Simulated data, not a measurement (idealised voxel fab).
Herein follows the process module entitled voxel trench capacitor.
cross-section cut | 225 nm wide | cells 5 nm
Each cross-section below is a grid of square cells, stated as bands in top-down order, with one or more rows of cells making up each band.
Band: top and bottom heights (nm) first, top before bottom; then materials from left to right, widths in nm. "everywhere" marks a sole material filling the band edge to edge. "air" denotes empty space.
Basically, 0 is our baseline, since under it the wafer straight out of the box is all one material. The bottom band has no lower end and keeps on going down, so it looks like "top 0, no bottom".
Think of "30..40" as a width that walks from the first number to the second as you go down the band, top row to bottom row, taking equal-sized steps from row to row.
"no modifications" after a step means that no cell of the cross-section changed.
Entry "Sealed cavities" = empty spaces >= 8 cells with no open way to the top; each as width x height at distance, distance from left edge, all nm.
Post-settings text on a step line: simulator's own remark regarding the step.
A step's line can hold "overlay nm"; with a mask on that step, the setting says how far right of the planned place the mask lay, while a negative setting says it lay to the left.

# List of planned process steps
1. RECEIVE [material Si]
2. CONFORMAL_DEP [material SiN] [thk nm 5]
3. PATTERN [tone open] [mask id TRENCH] [material resist] [width nm 25] [pitch nm 50] [thk nm 20] [overlay nm 0]
4. DIRECTIONAL_ETCH [etch materials SiN] [depth nm 5]
5. DIRECTIONAL_ETCH [etch materials Si] [depth nm 35]
6. STRIP [etch materials resist]
7. CONFORMAL_DEP [material Al2O3] [thk nm 5]
8. FILL_DEP [material polySi] [thk nm 5]
9. CMP [height nm 5]

# So, the first of our two wafers, run just as we planned it

# Cross-section of the wafer as it came to us, i.e., already through step 1
* top 0, no bottom: Si everywhere
* Sealed cavities: none

# Upon completion of step 2, the wafer appears in cross-section as shown
* top 5, bottom 0: SiN everywhere
* At heights below 0, the structure remains unaltered.

# Upon completion of step 3, the wafer appears in cross-section as shown
* top 25, bottom 5: 50 resist / 25 air / 25 resist / 25 air / 25 resist / 25 air / 50 resist
* At heights below 5, the structure remains unaltered.

# Upon completion of step 4, the wafer appears in cross-section as shown
* top 25, bottom 5: 50 resist / 25 air / 25 resist / 25 air / 25 resist / 25 air / 50 resist
* top 5, bottom 0: 50 SiN / 25 air / 25 SiN / 25 air / 25 SiN / 25 air / 50 SiN
* At heights below 0, the structure remains unaltered.

# Upon completion of step 5, the wafer appears in cross-section as shown
* top 25, bottom 5: 50 resist / 25 air / 25 resist / 25 air / 25 resist / 25 air / 50 resist
* top 5, bottom 0: 50 SiN / 25 air / 25 SiN / 25 air / 25 SiN / 25 air / 50 SiN
* top 0, bottom -35: 50 Si / 25 air / 25 Si / 25 air / 25 Si / 25 air / 50 Si
* At heights below -35, the structure remains unaltered.

# Upon completion of step 6, the wafer appears in cross-section as shown
* top 5, bottom 0: 50 SiN / 25 air / 25 SiN / 25 air / 25 SiN / 25 air / 50 SiN
* At heights below 0, the structure remains unaltered.

# Upon completion of step 7, the wafer appears in cross-section as shown
* top 10, bottom 5: 55 Al2O3 / 15 air / 35 Al2O3 / 15 air / 35 Al2O3 / 15 air / 55 Al2O3
* top 5, bottom 0: 50 SiN / 5 Al2O3 / 15 air / 5 Al2O3 / 25 SiN / 5 Al2O3 / 15 air / 5 Al2O3 / 25 SiN / 5 Al2O3 / 15 air / 5 Al2O3 / 50 SiN
* top 0, bottom -30: 50 Si / 5 Al2O3 / 15 air / 5 Al2O3 / 25 Si / 5 Al2O3 / 15 air / 5 Al2O3 / 25 Si / 5 Al2O3 / 15 air / 5 Al2O3 / 50 Si
* top -30, bottom -35: 50 Si / 25 Al2O3 / 25 Si / 25 Al2O3 / 25 Si / 25 Al2O3 / 50 Si
* At heights below -35, the structure remains unaltered.

# Upon completion of step 8, the wafer appears in cross-section as shown
* top 15, bottom 10: polySi everywhere
* top 10, bottom 5: 55 Al2O3 / 15 polySi / 35 Al2O3 / 15 polySi / 35 Al2O3 / 15 polySi / 55 Al2O3
* top 5, bottom 0: 50 SiN / 5 Al2O3 / 15 polySi / 5 Al2O3 / 25 SiN / 5 Al2O3 / 15 polySi / 5 Al2O3 / 25 SiN / 5 Al2O3 / 15 polySi / 5 Al2O3 / 50 SiN
* top 0, bottom -30: 50 Si / 5 Al2O3 / 15 polySi / 5 Al2O3 / 25 Si / 5 Al2O3 / 15 polySi / 5 Al2O3 / 25 Si / 5 Al2O3 / 15 polySi / 5 Al2O3 / 50 Si
* At heights below -30, the structure remains unaltered.

# Upon completion of step 9, the wafer appears in cross-section as shown
* top 5, bottom 0: 50 SiN / 5 Al2O3 / 15 polySi / 5 Al2O3 / 25 SiN / 5 Al2O3 / 15 polySi / 5 Al2O3 / 25 SiN / 5 Al2O3 / 15 polySi / 5 Al2O3 / 50 SiN
* At heights below 0, the structure remains unaltered.

# The second wafer was prepared from the same starting point and under the same plan as the first; its processing contained one mistake, and it remains indistinguishable from the first wafer up to and including step 2

# Second wafer profile in section, at the moment step 3 of the plan was meant to be complete
* top 25, bottom 5: 55 resist / 20 air / 30 resist / 20 air / 30 resist / 20 air / 50 resist
* At heights below 5, the structure remains unaltered.

# Second wafer profile in section, at the moment step 4 of the plan was meant to be complete
* top 25, bottom 5: 55 resist / 20 air / 30 resist / 20 air / 30 resist / 20 air / 50 resist
* top 5, bottom 0: 55 SiN / 20 air / 30 SiN / 20 air / 30 SiN / 20 air / 50 SiN
* At heights below 0, the structure remains unaltered.

# Second wafer profile in section, at the moment step 5 of the plan was meant to be complete
* top 25, bottom 5: 55 resist / 20 air / 30 resist / 20 air / 30 resist / 20 air / 50 resist
* top 5, bottom 0: 55 SiN / 20 air / 30 SiN / 20 air / 30 SiN / 20 air / 50 SiN
* top 0, bottom -35: 55 Si / 20 air / 30 Si / 20 air / 30 Si / 20 air / 50 Si
* At heights below -35, the structure remains unaltered.

# Second wafer profile in section, at the moment step 6 of the plan was meant to be complete
* top 5, bottom 0: 55 SiN / 20 air / 30 SiN / 20 air / 30 SiN / 20 air / 50 SiN
* At heights below 0, the structure remains unaltered.

# Second wafer profile in section, at the moment step 7 of the plan was meant to be complete
* top 10, bottom 5: 60 Al2O3 / 10 air / 40 Al2O3 / 10 air / 40 Al2O3 / 10 air / 55 Al2O3
* top 5, bottom 0: 55 SiN / 5 Al2O3 / 10 air / 5 Al2O3 / 30 SiN / 5 Al2O3 / 10 air / 5 Al2O3 / 30 SiN / 5 Al2O3 / 10 air / 5 Al2O3 / 50 SiN
* top 0, bottom -30: 55 Si / 5 Al2O3 / 10 air / 5 Al2O3 / 30 Si / 5 Al2O3 / 10 air / 5 Al2O3 / 30 Si / 5 Al2O3 / 10 air / 5 Al2O3 / 50 Si
* top -30, bottom -35: 55 Si / 20 Al2O3 / 30 Si / 20 Al2O3 / 30 Si / 20 Al2O3 / 50 Si
* At heights below -35, the structure remains unaltered.

# Second wafer profile in section, at the moment step 8 of the plan was meant to be complete
* top 15, bottom 10: polySi everywhere
* top 10, bottom 5: 60 Al2O3 / 10 polySi / 40 Al2O3 / 10 polySi / 40 Al2O3 / 10 polySi / 55 Al2O3
* top 5, bottom 0: 55 SiN / 5 Al2O3 / 10 polySi / 5 Al2O3 / 30 SiN / 5 Al2O3 / 10 polySi / 5 Al2O3 / 30 SiN / 5 Al2O3 / 10 polySi / 5 Al2O3 / 50 SiN
* top 0, bottom -30: 55 Si / 5 Al2O3 / 10 polySi / 5 Al2O3 / 30 Si / 5 Al2O3 / 10 polySi / 5 Al2O3 / 30 Si / 5 Al2O3 / 10 polySi / 5 Al2O3 / 50 Si
* At heights below -30, the structure remains unaltered.

# Second wafer profile in section, at the moment step 9 of the plan was meant to be complete
* top 5, bottom 0: 55 SiN / 5 Al2O3 / 10 polySi / 5 Al2O3 / 30 SiN / 5 Al2O3 / 10 polySi / 5 Al2O3 / 30 SiN / 5 Al2O3 / 10 polySi / 5 Al2O3 / 50 SiN
* At heights below 0, the structure remains unaltered.
Want to know what went wrong? step 3 was processed under conditions differing from the plan, specifically as PATTERN [tone open] [mask id TRENCH] [material resist] [width nm 20] [pitch nm 50] [thk nm 20] [overlay nm 0]
Wrapping up, a cell-based count of both wafers puts the second over or under the first for these materials: -3 Al2O3, +21 Si, +3 SiN, -21 polySi
